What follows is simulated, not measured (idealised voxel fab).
process module | voxel lift off
cross-section cut | 295 nm wide | cells 5 nm
A cross-section is a grid of square cells, given in bands from the top down. A band is one or more rows of cells.
Each band's line starts with the height of the band's top and of its bottom, in nm. Then come its materials from left to right, each with its width in nm. One material with "throughout" fills the band from edge to edge. "air" is empty space.
Height 0 is the level under which the wafer as received is all one material. The lowest band goes on downwards, as in "0 down".
A width such as "30 to 40" changes by the same amount from each row of cells to the next, from the band's top row to its bottom row.
"no change" after a step means that no cell of the cross-section changed.
closed voids: empty space of 8 cells or more with no open way to the top, each as width x height at its distance from the left edge, in nm
after a step's settings: what the simulator itself notes on the step
overlay nm, on a step with a mask: how far to the right of its planned place the mask lay; to the left if negative
plan
1 op RECEIVE | material Si
2 op CONFORMAL_DEP | material SiO2 | thk nm 15
3 op PATTERN | tone open | mask id LINES | material resist | width nm 20 | pitch nm 40 | thk nm 15 | overlay nm 0
4 op DIRECTIONAL_DEP | material Ru | thk nm 5
5 op STRIP | etch materials resist
6 op CONFORMAL_DEP | material SiCN | thk nm 5
as received, after step 1
  0 down: Si throughout
  closed voids: none
first wafer at the end, as planned
  25 to 20: air 110 | SiCN 30 | air 10 | SiCN 30 | air 115
  20 to 15: SiCN 115 | Ru 20 | SiCN 20 | Ru 20 | SiCN 120
  15 to 0: SiO2 throughout
  0 down: Si throughout
  closed voids: none
second wafer at the end: like start, like plan, one mistake
  40 to 35: air 110 | SiCN 30 | air 10 | SiCN 30 | air 115
  35 to 30: SiCN 115 | Ru 20 | SiCN 20 | Ru 20 | SiCN 120
  30 to 0: SiO2 throughout
  0 down: Si throughout
  closed voids: none
what went wrong: step 2 was run twice
at the end the second wafer has, in cells: 177 more of SiO2
